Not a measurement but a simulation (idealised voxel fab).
This is a process module. Its name is voxel air gaps.
Square cells of 5 nm make up the cross-section cut, whose width is 280 nm.
In this document a cross-section is written as a grid of square cells. It is given as a series of bands, listed from the top down, and a band is one or more rows of cells.
Band: top height; bottom height; in nm. Then, left to right: material with width in nm, for each material. "throughout": a single material spanning edge to edge. "empty": empty space.
The reference from which all heights are counted is 0, the level beneath which the as-received wafer is entirely one material; the lowest band, having no lower bound, proceeds downward and is written after the example "0 nm and below".
You'd read "30->40" like this: the band's top row of cells is as wide as the first number, its bottom row is as wide as the second, and going down, every row changes width by the same amount as the row before did.
What does "no alteration" mean for a step? It means no cell of the cross-section changed in that step.
What "Voids, sealed" gives you is every empty space of 8 cells or more that is cut off from the top. Each appears as width x height at distance, with the distance taken from the left edge and width, height and distance all in nm.
Whatever follows a step's settings on its line is a remark the simulator itself makes about that step.
What "overlay nm" on a step's line means: if the step has a mask, that mask lay this far to the right of its planned place, or, when the value is negative, to the left.

# The following list gives the planned process steps
1. RECEIVE (material Si)
2. CONFORMAL_DEP (material SiO2; thk nm 10)
3. CONFORMAL_DEP (material SiCN; thk nm 5)
4. DIRECTIONAL_DEP (material SiO2; thk nm 35)
5. MASKED_ETCH (tone open; mask id LINES; width nm 25; pitch nm 50; etch materials SiO2; depth nm 35; overlay nm 0)
6. CONFORMAL_DEP (material TiN; thk nm 5)
7. FILL_DEP (material Cu; thk nm 10)
8. CMP (height nm 50)
9. EPI (material Ru; thk nm 10)
10. SELECTIVE_ETCH (etch materials SiO2; depth nm 45)
11. CONFORMAL_DEP (material SiCN; thk nm 5)

# Wafer as received: cross-section following step 1
    0 nm and below: Si throughout
    Voids, sealed: none

# Starting wafer: above. Plan: above. Run: one mistake. Cross-section after the module: below
    65 nm to 60 nm: SiCN throughout
    60 nm to 50 nm: Ru (60), SiCN (5), Ru (45), SiCN (5), Ru (45), SiCN (5), Ru (45), SiCN (5), Ru (65)
    50 nm to 45 nm: Cu (45), TiN (5), SiCN (25), TiN (5), Cu (15), TiN (5), SiCN (25), TiN (5), Cu (15), TiN (5), SiCN (25), TiN (5), Cu (15), TiN (5), SiCN (25), TiN (5), Cu (50)
    45 nm to 20 nm: Cu (45), TiN (5), SiCN (5), empty (15), SiCN (5), TiN (5), Cu (15), TiN (5), SiCN (5), empty (15), SiCN (5), TiN (5), Cu (15), TiN (5), SiCN (5), empty (15), SiCN (5), TiN (5), Cu (15), TiN (5), SiCN (5), empty (15), SiCN (5), TiN (5), Cu (50)
    20 nm to 15 nm: TiN (50), SiCN (25), TiN (25), SiCN (25), TiN (25), SiCN (25), TiN (25), SiCN (25), TiN (55)
    15 nm to 10 nm: SiCN throughout
    10 nm to 0 nm: SiO2 throughout
    0 nm and below: Si throughout
    Voids, sealed: 15 x 25 at 55; 15 x 25 at 105; 15 x 25 at 155; 15 x 25 at 205
The plan and the run diverged here: rather than as planned, step 5 actually ran as MASKED_ETCH (tone cover; mask id LINES; width nm 25; pitch nm 50; etch materials SiO2; depth nm 35; overlay nm 0)
